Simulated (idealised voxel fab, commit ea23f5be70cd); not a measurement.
Process module under the name voxel ribs on slabs
Pictured: cross-section cut, 185 nm wide, on a grid of 5 nm square cells.
Notation: cross-section as square-cell grid; stated in bands, top first, going down; one or more cell rows per band. Each band's line starts with the height of the band's top and of its bottom, in nm. Then come its materials from left to right, each with its width in nm. One material with "all across" fills the band from edge to edge. "blank" is empty space. The reference from which all heights are counted is 0, the level beneath which the as-received wafer is entirely one material; the lowest band, having no lower bound, proceeds downward and is written after the example "0..down". Width "30..40": first value at the band's top row of cells, second value at its bottom row, equal change from row to row. It should be understood that the words "remained the same", when stated for a given step, signify that the cross-section underwent no change in any of its cells during that step. "Enclosed voids" contains a list of empty spaces, each no smaller than 8 cells and without an open way to the top, written in the form width x height at distance with the distance from the left edge and all three in nm. Anything after a step's settings on that line? It's the simulator's own note about the step. overlay nm: for a step with a mask, the amount by which the mask lay right of where it was planned; a negative amount means left of it.
Process steps (planned):
1. RECEIVE: material Si
2. DIRECTIONAL_DEP: material SiO2, thk nm 20
3. DIRECTIONAL_DEP: material polySi, thk nm 15
4. MASKED_ETCH: tone cover, mask id RIB, width nm 15, etch materials polySi, depth nm 5, overlay nm 0
5. MASKED_ETCH: tone cover, mask id SLAB, width nm 55, etch materials polySi, depth nm 10, overlay nm 0
6. FILL_DEP: material SiO2, thk nm 20
7. CMP: height nm 45
8. DIRECTIONAL_DEP: material TiN, thk nm 5
9. DIRECTIONAL_DEP: material aC, thk nm 10
10. PATTERN: tone cover, mask id HEATER, material resist, width nm 25, thk nm 30, overlay nm 0
11. DIRECTIONAL_ETCH: etch materials aC, depth nm 10
12. STRIP: etch materials resist
13. DIRECTIONAL_ETCH: etch materials TiN, depth nm 5
14. STRIP: etch materials aC
15. CONFORMAL_DEP: material SiN, thk nm 5
The first of a set of two wafers, run to plan:
Cross-section of the incoming wafer, state after step 1:
0..down = Si all across
Enclosed voids: none
After step 2: wafer cross-section:
20..0 = SiO2 all across
Whatever lies below 0 is exactly as it was before.
After step 3: wafer cross-section:
35..20 = polySi all across
Whatever lies below 20 is exactly as it was before.
After step 4: wafer cross-section:
35..30 = blank: 85, polySi: 15, blank: 85
Whatever lies below 30 is exactly as it was before.
After step 5: wafer cross-section:
35..30 = blank: 85, polySi: 15, blank: 85
30..20 = blank: 65, polySi: 55, blank: 65
Whatever lies below 20 is exactly as it was before.
After step 6: wafer cross-section:
55..35 = SiO2 all across
35..30 = SiO2: 85, polySi: 15, SiO2: 85
30..20 = SiO2: 65, polySi: 55, SiO2: 65
Whatever lies below 20 is exactly as it was before.
After step 7: wafer cross-section:
45..35 = SiO2 all across
Whatever lies below 35 is exactly as it was before.
After step 8: wafer cross-section:
50..45 = TiN all across
Whatever lies below 45 is exactly as it was before.
After step 9: wafer cross-section:
60..50 = aC all across
Whatever lies below 50 is exactly as it was before.
After step 10: wafer cross-section:
90..60 = blank: 80, resist: 25, blank: 80
Whatever lies below 60 is exactly as it was before.
After step 11: wafer cross-section:
80..60 = blank: 80, resist: 25, blank: 80
60..50 = blank: 80, aC: 25, blank: 80
Whatever lies below 50 is exactly as it was before.
After step 12: wafer cross-section:
60..50 = blank: 80, aC: 25, blank: 80
Whatever lies below 50 is exactly as it was before.
After step 13: wafer cross-section:
60..50 = blank: 80, aC: 25, blank: 80
50..45 = blank: 80, TiN: 25, blank: 80
Whatever lies below 45 is exactly as it was before.
After step 14: wafer cross-section:
50..45 = blank: 80, TiN: 25, blank: 80
Whatever lies below 45 is exactly as it was before.
After step 15: wafer cross-section:
55..50 = blank: 75, SiN: 35, blank: 75
50..45 = SiN: 80, TiN: 25, SiN: 80
Whatever lies below 45 is exactly as it was before.
What follows concerns the second wafer, which started out like the first and was meant to follow the very same plan; one mistake crept in when it was run, but everything up to and including step 2 is the same as for the first wafer:
X-section, second wafer, when step 3 was due to finish:
50..20 = polySi all across
Whatever lies below 20 is exactly as it was before.
X-section, second wafer, when step 4 was due to finish:
50..45 = blank: 85, polySi: 15, blank: 85
Whatever lies below 45 is exactly as it was before.
X-section, second wafer, when step 5 was due to finish:
50..45 = blank: 85, polySi: 15, blank: 85
45..35 = blank: 65, polySi: 55, blank: 65
Whatever lies below 35 is exactly as it was before.
X-section, second wafer, when step 6 was due to finish:
70..50 = SiO2 all across
50..45 = SiO2: 85, polySi: 15, SiO2: 85
45..35 = SiO2: 65, polySi: 55, SiO2: 65
Whatever lies below 35 is exactly as it was before.
X-section, second wafer, when step 7 was due to finish:
45..35 = SiO2: 65, polySi: 55, SiO2: 65
Whatever lies below 35 is exactly as it was before.
X-section, second wafer, when step 8 was due to finish:
50..45 = TiN all across
Whatever lies below 45 is exactly as it was before.
X-section, second wafer, when step 9 was due to finish:
60..50 = aC all across
Whatever lies below 50 is exactly as it was before.
X-section, second wafer, when step 10 was due to finish:
90..60 = blank: 80, resist: 25, blank: 80
Whatever lies below 60 is exactly as it was before.
X-section, second wafer, when step 11 was due to finish:
80..60 = blank: 80, resist: 25, blank: 80
60..50 = blank: 80, aC: 25, blank: 80
Whatever lies below 50 is exactly as it was before.
X-section, second wafer, when step 12 was due to finish:
60..50 = blank: 80, aC: 25, blank: 80
Whatever lies below 50 is exactly as it was before.
X-section, second wafer, when step 13 was due to finish:
60..50 = blank: 80, aC: 25, blank: 80
50..45 = blank: 80, TiN: 25, blank: 80
Whatever lies below 45 is exactly as it was before.
X-section, second wafer, when step 14 was due to finish:
50..45 = blank: 80, TiN: 25, blank: 80
Whatever lies below 45 is exactly as it was before.
X-section, second wafer, when step 15 was due to finish:
55..50 = blank: 75, SiN: 35, blank: 75
50..45 = SiN: 80, TiN: 25, SiN: 80
Whatever lies below 45 is exactly as it was before.
The plan and the run diverged here: step 3 was run twice
Final tally in cells, some materials are higher or lower on the second wafer than on the first: -108 SiO2; +108 polySi
